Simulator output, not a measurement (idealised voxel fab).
Title: Process Module voxel capacitor over wiring
For reference, the cross-section in this document is cut, with width 300 nm and square cells of 5 nm.
When this document writes out a cross-section, it uses a grid of square cells and lists it as bands, beginning at the top and moving down, with a band standing for one or more rows of cells.
Band: top height; bottom height; in nm. Then, left to right: material with width in nm, for each material. "full width": a single material spanning edge to edge. "blank": empty space.
Measure heights from 0. That's the level where, below it, the as-received wafer is all one material. The lowest band is bottomless and extends downward; write it as in "top 0, no bottom".
A two-number width, for instance "30..40", indicates that the width is equal to the first number in the top row of the band and to the second number in the bottom row, and that it changes by a constant amount per row of cells.
"nothing got changed" -> step changed no cross-section cell.
Listed in "Trapped cavities": every empty space of 8 or more cells without an open way to the top. Form: width x height at distance, the distance being from the left edge, all in nm.
On each step's line, the part that comes after the settings is the simulator's own comment on the step.
"overlay nm", when on a step's line for a step with a mask, measures how far to the right of its planned place the mask lay; a negative measure means to the left.

**List of planned process steps**
1. RECEIVE [material Si]
2. CONFORMAL_DEP [material SiO2] [thk nm 10]
3. CONFORMAL_DEP [material SiN] [thk nm 5]
4. DIRECTIONAL_DEP [material SiO2] [thk nm 15]
5. PATTERN [tone open] [mask id METAL_1] [material resist] [width nm 25] [pitch nm 90] [thk nm 20] [overlay nm 0]
6. DIRECTIONAL_ETCH [etch materials SiO2] [depth nm 15]
7. DIRECTIONAL_ETCH [etch materials SiN] [depth nm 5]
8. STRIP [etch materials resist]
9. CONFORMAL_DEP [material TiN] [thk nm 5]
10. FILL_DEP [material Cu] [thk nm 5]
11. CMP [height nm 30]
12. CONFORMAL_DEP [material SiCN] [thk nm 5]
13. DIRECTIONAL_DEP [material lowk] [thk nm 10]
14. MASKED_ETCH [tone open] [mask id PLUG_1] [width nm 15] [etch materials lowk] [depth nm 10] [overlay nm 0]
15. MASKED_ETCH [tone open] [mask id PLUG_1] [width nm 15] [etch materials SiCN] [depth nm 5] [overlay nm 0]
16. EPI [material Ru] [thk nm 10]
17. EPI [material Ru] [thk nm 5]
18. DIRECTIONAL_DEP [material TiN] [thk nm 5]
19. DIRECTIONAL_DEP [material HfO2] [thk nm 5]
20. DIRECTIONAL_DEP [material TiN] [thk nm 5]
21. PATTERN [tone cover] [mask id UPPER_PLATE] [material resist] [width nm 70] [thk nm 15] [overlay nm 0]
22. DIRECTIONAL_ETCH [etch materials TiN] [depth nm 5]
23. DIRECTIONAL_ETCH [etch materials HfO2] [depth nm 5]
24. STRIP [etch materials resist]
25. MASKED_ETCH [tone cover] [mask id LOWER_PLATE] [width nm 80] [etch materials TiN] [depth nm 5] [overlay nm -15]
26. FILL_DEP [material SiO2] [thk nm 20]
27. CMP [height nm 75]
28. MASKED_ETCH [tone open] [mask id PLUG_2] [width nm 15] [etch materials SiO2] [depth nm 15] [overlay nm 0]
29. CONFORMAL_DEP [material TiN] [thk nm 5]
30. FILL_DEP [material Cu] [thk nm 5]
31. CMP [height nm 75]
32. CONFORMAL_DEP [material SiN] [thk nm 5]
Same starting wafers, different overlay nm at step 25. Plan value belongs to the first wafer.

**Cross-section, first of several wafers, as delivered after step 1**
* top 0, no bottom = Si full width
* Trapped cavities: none

**Cross-sectional representation of the first of several wafers at the end of the module, i.e. after its terminal step, step 32**
* top 80, bottom 75 = SiN full width
* top 75, bottom 65 = SiO2 (110), then TiN (5), then Cu (5), then TiN (5), then SiO2 (175)
* top 65, bottom 55 = SiO2 (110..100), then TiN (15..60), then SiO2 (175..140)
* top 55, bottom 50 = SiO2 (100), then HfO2 (70), then SiO2 (130)
* top 50, bottom 45 = SiO2 (80), then TiN (90), then SiO2 (130)
* top 45, bottom 35 = lowk (100), then Ru (15), then lowk (185)
* top 35, bottom 30 = SiCN (100), then Ru (15), then SiCN (185)
* top 30, bottom 15 = SiO2 (90), then TiN (5), then Cu (15), then TiN (5), then SiO2 (65), then TiN (5), then Cu (15), then TiN (5), then SiO2 (95)
* top 15, bottom 10 = SiN (90), then TiN (25), then SiN (65), then TiN (25), then SiN (95)
* top 10, bottom 0 = SiO2 full width
* top 0, no bottom = Si full width
* Trapped cavities: none

**Module end, final wafer: cross-section**
* top 80, bottom 75 = SiN full width
* top 75, bottom 65 = SiO2 (110), then TiN (5), then Cu (5), then TiN (5), then SiO2 (175)
* top 65, bottom 55 = SiO2 (110), then TiN (15..60), then SiO2 (175..130)
* top 55, bottom 50 = SiO2 (100), then HfO2 (70), then SiO2 (130)
* top 50, bottom 45 = SiO2 (100), then TiN (90), then SiO2 (110)
* top 45, bottom 35 = lowk (100), then Ru (15), then lowk (185)
* top 35, bottom 30 = SiCN (100), then Ru (15), then SiCN (185)
* top 30, bottom 15 = SiO2 (90), then TiN (5), then Cu (15), then TiN (5), then SiO2 (65), then TiN (5), then Cu (15), then TiN (5), then SiO2 (95)
* top 15, bottom 10 = SiN (90), then TiN (25), then SiN (65), then TiN (25), then SiN (95)
* top 10, bottom 0 = SiO2 full width
* top 0, no bottom = Si full width
* Trapped cavities: none

**Gained (+) or lost (-) cells of each material since receipt, then closed voids: one row per wafer, at the end of the module**
overlay nm -15, +20 Cu, +14 HfO2, +9 Ru, +57 SiCN, +110 SiN, +577 SiO2, +59 TiN, +114 lowk, Trapped cavities: none
overlay nm -10, +20 Cu, +14 HfO2, +9 Ru, +57 SiCN, +110 SiN, +577 SiO2, +59 TiN, +114 lowk, Trapped cavities: none
overlay nm -5, +20 Cu, +14 HfO2, +9 Ru, +57 SiCN, +110 SiN, +577 SiO2, +59 TiN, +114 lowk, Trapped cavities: none
overlay nm 0, +20 Cu, +14 HfO2, +9 Ru, +57 SiCN, +110 SiN, +577 SiO2, +59 TiN, +114 lowk, Trapped cavities: none
overlay nm 5, +20 Cu, +14 HfO2, +9 Ru, +57 SiCN, +110 SiN, +577 SiO2, +59 TiN, +114 lowk, Trapped cavities: none
overlay nm 10, +20 Cu, +14 HfO2, +9 Ru, +57 SiCN, +110 SiN, +577 SiO2, +59 TiN, +114 lowk, Trapped cavities: none
overlay nm 15, +20 Cu, +14 HfO2, +9 Ru, +57 SiCN, +110 SiN, +577 SiO2, +59 TiN, +114 lowk, Trapped cavities: none
